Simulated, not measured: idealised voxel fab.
Module name: voxel self aligned vias (process module)
Square cells of 5 nm make up the cross-section cut, whose width is 185 nm.
A cross-section in this document is a grid of square cells, and it is written down as bands, the top band listed before the ones below it; a band is made up of one or more rows of cells. Top, bottom (nm), then materials left to right with widths (nm); lone material tagged "everywhere" fills the whole band edge to edge; "blank" = empty space. Heights are measured from 0, the level below which the as-received wafer is all one material; the lowest band has no bottom and continues downward, written as in "0..down". Note: "30->40" means the width goes from the first number (top row of the band) to the second number (bottom row) in equal steps per row of cells. For the purposes of this document, the phrase "no change" attached to a step denotes that no cell within the cross-section was modified by that step. "Sealed void listing" - sealed voids, min. 8 cells, no opening to top; format: width x height at distance (distance from left edge; nm throughout). Heads up: the bit after the settings on a step's line is the simulator's remark on that step. A step's line can hold "overlay nm"; with a mask on that step, the setting says how far right of the planned place the mask lay, while a negative setting says it lay to the left.
# Planned process steps
1 RECEIVE, material Si
2 CONFORMAL_DEP, material SiO2, thk nm 15
3 CONFORMAL_DEP, material SiCN, thk nm 5
4 DIRECTIONAL_DEP, material lowk, thk nm 30
5 PATTERN, tone open, mask id LINES, material resist, width nm 20, pitch nm 60, thk nm 15, overlay nm 0
6 DIRECTIONAL_ETCH, etch materials lowk, depth nm 30
7 STRIP, etch materials resist
8 CONFORMAL_DEP, material TiN, thk nm 5
9 FILL_DEP, material Ru, thk nm 10
10 CMP, height nm 50
11 SELECTIVE_ETCH, etch materials W Ru TiN, depth nm 10
12 FILL_DEP, material SiN, thk nm 10
13 CMP, height nm 50
14 DIRECTIONAL_DEP, material lowk, thk nm 15
15 PATTERN, tone open, mask id VIAS, material resist, width nm 30, pitch nm 60, thk nm 20, overlay nm 0
16 DIRECTIONAL_ETCH, etch materials lowk, depth nm 15
17 DIRECTIONAL_ETCH, etch materials SiN, depth nm 10
18 STRIP, etch materials resist
19 CONFORMAL_DEP, material TiN, thk nm 5
20 FILL_DEP, material Ru, thk nm 5
21 CMP, height nm 65
22 CONFORMAL_DEP, material SiN, thk nm 5
# Shown in cross-section is the wafer as received, that is, as it stands after step 1
* 0..down = Si everywhere
* Sealed void listing: none
# End-of-module cross-section. Starting structure and process plan as above; one mistake made in running it
* 70..65 = SiN everywhere
* 65..50 = 15 of lowk / 5 of TiN / 20 of Ru / 5 of TiN / 30 of lowk / 5 of TiN / 20 of Ru / 5 of TiN / 30 of lowk / 5 of TiN / 20 of Ru / 5 of TiN / 20 of lowk
* 50..45 = 15 of SiN / 10 of TiN / 10 of Ru / 10 of TiN / 30 of SiN / 10 of TiN / 10 of Ru / 10 of TiN / 30 of SiN / 10 of TiN / 10 of Ru / 10 of TiN / 20 of SiN
* 45..40 = 20 of lowk / 20 of TiN / 40 of lowk / 20 of TiN / 40 of lowk / 20 of TiN / 25 of lowk
* 40..20 = 20 of lowk / 5 of TiN / 10 of Ru / 5 of TiN / 40 of lowk / 5 of TiN / 10 of Ru / 5 of TiN / 40 of lowk / 5 of TiN / 10 of Ru / 5 of TiN / 25 of lowk
* 20..15 = 20 of lowk / 20 of TiN / 40 of lowk / 20 of TiN / 40 of lowk / 20 of TiN / 25 of lowk
* 15..0 = SiO2 everywhere
* 0..down = Si everywhere
* Sealed void listing: none
Which mistake was made when the wafer was run? not run: step 3 of the plan (skipped)
